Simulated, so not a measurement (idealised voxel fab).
Process module heading - voxel wiring stack
The cross-section shown here is cut; it is 295 nm wide and divided into square cells measuring 5 nm on a side.
Cross-section format: a grid of square cells, given as bands from top to bottom; each band is one or more rows of cells. Each band's line starts with the height of the band's top and of its bottom, in nm. Then come its materials from left to right, each with its width in nm. One material with "edge to edge" fills the band from edge to edge. "air" is empty space. Height is counted from the level 0, under which the received wafer is composed throughout of one material. The lowest of the bands is not closed at the bottom but continues downward, in the notation "0 -> down". Width: "30->40" (first number = top row, second number = bottom row, same change from row to row of cells). Step marked "remained unchanged"? Then no cell in the cross-section changed in it. "Voids lacking openings" specifies each empty space that is not open to the top and that occupies no fewer than 8 cells, using the form width x height at distance, the distance measured from the left edge and all three quantities in nm. Whatever follows a step's settings on its line is a remark the simulator itself makes about that step. What "overlay nm" on a step's line means: if the step has a mask, that mask lay this far to the right of its planned place, or, when the value is negative, to the left.
This section lists the process steps that were planned
1. op RECEIVE | material Si
2. op CONFORMAL_DEP | material SiO2 | thk nm 15
3. op CONFORMAL_DEP | material SiN | thk nm 5
4. op DIRECTIONAL_DEP | material lowk | thk nm 15
5. op PATTERN | tone open | mask id METAL_1 | material resist | width nm 25 | pitch nm 55 | thk nm 15 | overlay nm 0
6. op DIRECTIONAL_ETCH | etch materials lowk | depth nm 15
7. op DIRECTIONAL_ETCH | etch materials SiN | depth nm 5
8. op STRIP | etch materials resist
9. op CONFORMAL_DEP | material TiN | thk nm 5
10. op FILL_DEP | material Cu | thk nm 10
11. op CMP | height nm 35
12. op CONFORMAL_DEP | material SiCN | thk nm 5
13. op DIRECTIONAL_DEP | material lowk | thk nm 10
14. op PATTERN | tone open | mask id PLUG_1 | material resist | width nm 15 | pitch nm 55 | thk nm 20 | overlay nm 0
15. op DIRECTIONAL_ETCH | etch materials lowk | depth nm 10
16. op DIRECTIONAL_ETCH | etch materials SiCN | depth nm 5
17. op STRIP | etch materials resist
18. op EPI | material Ru | thk nm 10
19. op EPI | material Ru | thk nm 5
20. op CONFORMAL_DEP | material SiCN | thk nm 5
21. op DIRECTIONAL_DEP | material SiO2 | thk nm 25
22. op PATTERN | tone open | mask id METAL_2 | material resist | width nm 25 | pitch nm 55 | thk nm 15 | overlay nm 0
23. op DIRECTIONAL_ETCH | etch materials SiO2 | depth nm 25
24. op DIRECTIONAL_ETCH | etch materials SiCN | depth nm 5
25. op STRIP | etch materials resist
26. op CONFORMAL_DEP | material TiN | thk nm 5
27. op FILL_DEP | material Ru | thk nm 5
28. op CMP | height nm 80
29. op CONFORMAL_DEP | material SiCN | thk nm 5
30. op DIRECTIONAL_DEP | material SiO2 | thk nm 20
31. op MASKED_ETCH | tone open | mask id PLUG_2 | width nm 15 | pitch nm 110 | etch materials SiO2 | depth nm 20 | overlay nm 0
32. op MASKED_ETCH | tone open | mask id PLUG_2 | width nm 15 | pitch nm 110 | etch materials SiCN | depth nm 5 | overlay nm 0
33. op EPI | material Ru | thk nm 10
34. op EPI | material Ru | thk nm 10
35. op EPI | material Ru | thk nm 5
36. op CONFORMAL_DEP | material SiCN | thk nm 5
37. op DIRECTIONAL_DEP | material lowk | thk nm 20
38. op MASKED_ETCH | tone open | mask id METAL_3 | width nm 25 | pitch nm 55 | etch materials lowk | depth nm 20 | overlay nm 0
39. op MASKED_ETCH | tone open | mask id METAL_3 | width nm 25 | pitch nm 55 | etch materials SiCN | depth nm 5 | overlay nm 0
40. op CONFORMAL_DEP | material TiN | thk nm 5
41. op FILL_DEP | material W | thk nm 10
42. op CMP | height nm 130
43. op CONFORMAL_DEP | material SiCN | thk nm 5
44. op DIRECTIONAL_DEP | material SiO2 | thk nm 35
45. op MASKED_ETCH | tone open | mask id METAL_4_HOLES | width nm 15 | pitch nm 55 | etch materials SiO2 | depth nm 35 | overlay nm 0
46. op PATTERN | tone open | mask id METAL_4 | material resist | width nm 25 | pitch nm 55 | thk nm 20 | overlay nm 0
47. op DIRECTIONAL_ETCH | etch materials SiO2 | depth nm 20
48. op DIRECTIONAL_ETCH | etch materials SiCN | depth nm 5
49. op STRIP | etch materials resist
50. op CONFORMAL_DEP | material TiN | thk nm 5
51. op FILL_DEP | material Ru | thk nm 10
52. op CMP | height nm 170
53. op CONFORMAL_DEP | material SiCN | thk nm 5
Wafer at receipt (post step 1), cross-section
	0 -> down = Si edge to edge
	Voids lacking openings: none
The module was run from the start shown above using the plan shown above, but one mistake was made doing it; the resulting wafer cross-section is below
	175 -> 170 = SiCN edge to edge
	170 -> 155 = SiO2 80 nm, TiN 5 nm, Ru 15 nm, TiN 5 nm, SiO2 30 nm, TiN 5 nm, Ru 15 nm, TiN 5 nm, SiO2 30 nm, TiN 5 nm, Ru 15 nm, TiN 5 nm, SiO2 80 nm
	155 -> 150 = SiO2 80 nm, TiN 5 nm, Ru 5 nm, TiN 15 nm, SiO2 30 nm, TiN 5 nm, Ru 5 nm, TiN 15 nm, SiO2 30 nm, TiN 5 nm, Ru 5 nm, TiN 15 nm, SiO2 80 nm
	150 -> 135 = SiO2 80 nm, TiN 5 nm, Ru 5 nm, TiN 5 nm, SiO2 40 nm, TiN 5 nm, Ru 5 nm, TiN 5 nm, SiO2 40 nm, TiN 5 nm, Ru 5 nm, TiN 5 nm, SiO2 90 nm
	135 -> 130 = SiCN 80 nm, TiN 15 nm, SiCN 40 nm, TiN 15 nm, SiCN 40 nm, TiN 15 nm, SiCN 90 nm
	130 -> 110 = lowk 80 nm, TiN 5 nm, W 15 nm, TiN 5 nm, lowk 30 nm, TiN 5 nm, W 15 nm, TiN 5 nm, lowk 30 nm, TiN 5 nm, W 15 nm, TiN 5 nm, lowk 80 nm
	110 -> 105 = SiCN 80 nm, TiN 25 nm, SiCN 30 nm, TiN 25 nm, SiCN 30 nm, TiN 25 nm, SiCN 80 nm
	105 -> 85 = SiO2 80 nm, Ru 15 nm, SiO2 95 nm, Ru 15 nm, SiO2 90 nm
	85 -> 80 = SiCN 80 nm, Ru 15 nm, SiCN 95 nm, Ru 15 nm, SiCN 90 nm
	80 -> 55 = SiO2 85 nm, TiN 5 nm, Ru 10 nm, TiN 5 nm, SiO2 35 nm, TiN 5 nm, Ru 10 nm, TiN 5 nm, SiO2 35 nm, TiN 5 nm, Ru 10 nm, TiN 5 nm, SiO2 80 nm
	55 -> 50 = SiCN 85 nm, TiN 20 nm, SiCN 35 nm, TiN 20 nm, SiCN 35 nm, TiN 20 nm, SiCN 80 nm
	50 -> 40 = lowk 80 nm, Ru 15 nm, lowk 40 nm, Ru 15 nm, lowk 40 nm, Ru 15 nm, lowk 90 nm
	40 -> 35 = SiCN 80 nm, Ru 15 nm, SiCN 40 nm, Ru 15 nm, SiCN 40 nm, Ru 15 nm, SiCN 90 nm
	35 -> 20 = lowk 80 nm, TiN 5 nm, Cu 15 nm, TiN 5 nm, lowk 30 nm, TiN 5 nm, Cu 15 nm, TiN 5 nm, lowk 30 nm, TiN 5 nm, Cu 15 nm, TiN 5 nm, lowk 80 nm
	20 -> 15 = SiN 80 nm, TiN 25 nm, SiN 30 nm, TiN 25 nm, SiN 30 nm, TiN 25 nm, SiN 80 nm
	15 -> 0 = SiO2 edge to edge
	0 -> down = Si edge to edge
	Voids lacking openings: none
What was the processing mistake? step 22 ran as: op PATTERN | tone open | mask id METAL_2 | material resist | width nm 20 | pitch nm 55 | thk nm 15 | overlay nm 0
